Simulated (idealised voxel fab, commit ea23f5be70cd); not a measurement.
Process module name: voxel gate over fins
Cross-sectional view cut (width: 195 nm; square cell size: 5 nm).
Format of a cross-section: grid, square cells. Given as bands. Order: top down. Band: one or more rows of cells. Look at the band entry: it leads with the top's height and the bottom's height in nm. Then it lists the materials left to right, with a width in nm for each. The word "all across" on a single material says that material fills the band edge to edge. The word "empty" is empty space. Heights are measured from 0, the level below which the as-received wafer is all one material; the lowest band has no bottom and continues downward, written as in "0 and below". Read "30->40" as a graded width: first number on top, second number at the bottom, same change between each pair of neighbouring rows. What does "stayed the same" mean for a step? It means no cell of the cross-section changed in that step. "Closed void entries" means: voids of 8 cells or more that are shut off from the top with no open way through. Written width x height at distance, distance from the left edge, in nm. Past the settings on a step's line: simulator remark, on that step. overlay nm: how far to the right of its planned place the mask lay on this masked step (negative: to the left).

The planned process steps are enumerated hereunder
1. RECEIVE (material Si)
2. CONFORMAL_DEP (material SiN; thk nm 5)
3. DIRECTIONAL_DEP (material aC; thk nm 15)
4. PATTERN (tone cover; mask id FINS; material resist; width nm 15; pitch nm 60; thk nm 30; overlay nm 0)
5. DIRECTIONAL_ETCH (etch materials aC; depth nm 15)
6. STRIP (etch materials resist)
7. DIRECTIONAL_ETCH (etch materials SiN; depth nm 5)
8. DIRECTIONAL_ETCH (etch materials Si; depth nm 30)
9. STRIP (etch materials aC)
10. FILL_DEP (material SiO2; thk nm 10)
11. CMP (height nm 5)
12. MASKED_ETCH (tone open; mask id RAIL; width nm 15; etch materials SiO2; depth nm 30; overlay nm 0)
13. CONFORMAL_DEP (material TiN; thk nm 5)
14. FILL_DEP (material W; thk nm 5)
15. CMP (height nm 5)
16. SELECTIVE_ETCH (etch materials W Ru TiN; depth nm 20)
17. FILL_DEP (material SiO2; thk nm 5)
18. CMP (height nm 5)
19. SELECTIVE_ETCH (etch materials SiO2; depth nm 15)
20. STRIP (etch materials SiN)
21. CONFORMAL_DEP (material HfO2; thk nm 5)
22. CONFORMAL_DEP (material TiN; thk nm 5)
23. CONFORMAL_DEP (material TiAl; thk nm 5)
24. CONFORMAL_DEP (material TiN; thk nm 5)
25. FILL_DEP (material W; thk nm 15)
26. CMP (height nm 30)
27. CONFORMAL_DEP (material SiCN; thk nm 10)
Every wafer here starts from the same state; it is the step 12 width nm that distinguishes them, and the value the plan gives belongs to the first wafer.

First of several wafers (as received, post step 1), cross-sectional view
> 0 and below | Si all across
> Closed void entries: none

So in this table every wafer gets its own row, and what you see is where it stands at the end of the module: for each material, how many cells it picked up (+) or gave up (-) since we received it, and after that its closed voids
width nm 15; +51 HfO2; -180 Si; +78 SiCN; +114 SiO2; +51 TiAl; +107 TiN; +91 W; Closed void entries: none
width nm 20; +51 HfO2; -180 Si; +78 SiCN; +112 SiO2; +51 TiAl; +108 TiN; +92 W; Closed void entries: none
width nm 25; +51 HfO2; -180 Si; +78 SiCN; +110 SiO2; +51 TiAl; +109 TiN; +93 W; Closed void entries: none
width nm 30; +51 HfO2; -180 Si; +78 SiCN; +108 SiO2; +51 TiAl; +110 TiN; +94 W; Closed void entries: none
